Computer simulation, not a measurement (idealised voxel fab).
process module | voxel trench capacitor
cross-section cut | 160 nm wide | cells 5 nm
A cross-section is a grid of square cells, given in bands from the top down. A band is one or more rows of cells.
Each band's line starts with the height of the band's top and of its bottom, in nm. Then come its materials from left to right, each with its width in nm. One material with "throughout" fills the band from edge to edge. "air" is empty space.
Height 0 is the level under which the wafer as received is all one material. The lowest band goes on downwards, as in "0 down".
A width such as "30 to 40" changes by the same amount from each row of cells to the next, from the band's top row to its bottom row.
"no change" after a step means that no cell of the cross-section changed.
closed voids: empty space of 8 cells or more with no open way to the top, each as width x height at its distance from the left edge, in nm
after a step's settings: what the simulator itself notes on the step
overlay nm, on a step with a mask: how far to the right of its planned place the mask lay; to the left if negative
plan
1 op RECEIVE | material Si
2 op CONFORMAL_DEP | material SiN | thk nm 5
3 op PATTERN | tone open | mask id TRENCH | material resist | width nm 30 | pitch nm 50 | thk nm 20 | overlay nm 0
4 op DIRECTIONAL_ETCH | etch materials SiN | depth nm 5
5 op DIRECTIONAL_ETCH | etch materials Si | depth nm 25
6 op STRIP | etch materials resist
7 op CONFORMAL_DEP | material Al2O3 | thk nm 5
8 op CONFORMAL_DEP | material TiN | thk nm 5
9 op FILL_DEP | material W | thk nm 10
10 op CMP | height nm 5
as received, after step 1
  0 down: Si throughout
  closed voids: none
first wafer at the end, as planned
  5 to 0: SiN 15 | Al2O3 5 | TiN 5 | W 10 | TiN 5 | Al2O3 5 | SiN 20 | Al2O3 5 | TiN 5 | W 10 | TiN 5 | Al2O3 5 | SiN 20 | Al2O3 5 | TiN 5 | W 10 | TiN 5 | Al2O3 5 | SiN 15
  0 to -15: Si 15 | Al2O3 5 | TiN 5 | W 10 | TiN 5 | Al2O3 5 | Si 20 | Al2O3 5 | TiN 5 | W 10 | TiN 5 | Al2O3 5 | Si 20 | Al2O3 5 | TiN 5 | W 10 | TiN 5 | Al2O3 5 | Si 15
  -15 to -20: Si 15 | Al2O3 5 | TiN 20 | Al2O3 5 | Si 20 | Al2O3 5 | TiN 20 | Al2O3 5 | Si 20 | Al2O3 5 | TiN 20 | Al2O3 5 | Si 15
  -20 to -25: Si 15 | Al2O3 30 | Si 20 | Al2O3 30 | Si 20 | Al2O3 30 | Si 15
  -25 down: Si throughout
  closed voids: none
second wafer at the end: like start, like plan, one mistake
  5 to 0: SiN 15 | Al2O3 5 | TiN 5 | W 10 | TiN 5 | Al2O3 5 | SiN 20 | Al2O3 5 | TiN 5 | W 10 | TiN 5 | Al2O3 5 | SiN 20 | Al2O3 5 | TiN 5 | W 10 | TiN 5 | Al2O3 5 | SiN 15
  0 to -40: Si 15 | Al2O3 5 | TiN 5 | W 10 | TiN 5 | Al2O3 5 | Si 20 | Al2O3 5 | TiN 5 | W 10 | TiN 5 | Al2O3 5 | Si 20 | Al2O3 5 | TiN 5 | W 10 | TiN 5 | Al2O3 5 | Si 15
  -40 to -45: Si 15 | Al2O3 5 | TiN 20 | Al2O3 5 | Si 20 | Al2O3 5 | TiN 20 | Al2O3 5 | Si 20 | Al2O3 5 | TiN 20 | Al2O3 5 | Si 15
  -45 to -50: Si 15 | Al2O3 30 | Si 20 | Al2O3 30 | Si 20 | Al2O3 30 | Si 15
  -50 down: Si throughout
  closed voids: none
what went wrong: step 5 was run twice
at the end the second wafer has, in cells: 30 more of Al2O3 | 90 fewer of Si | 30 more of TiN | 30 more of W
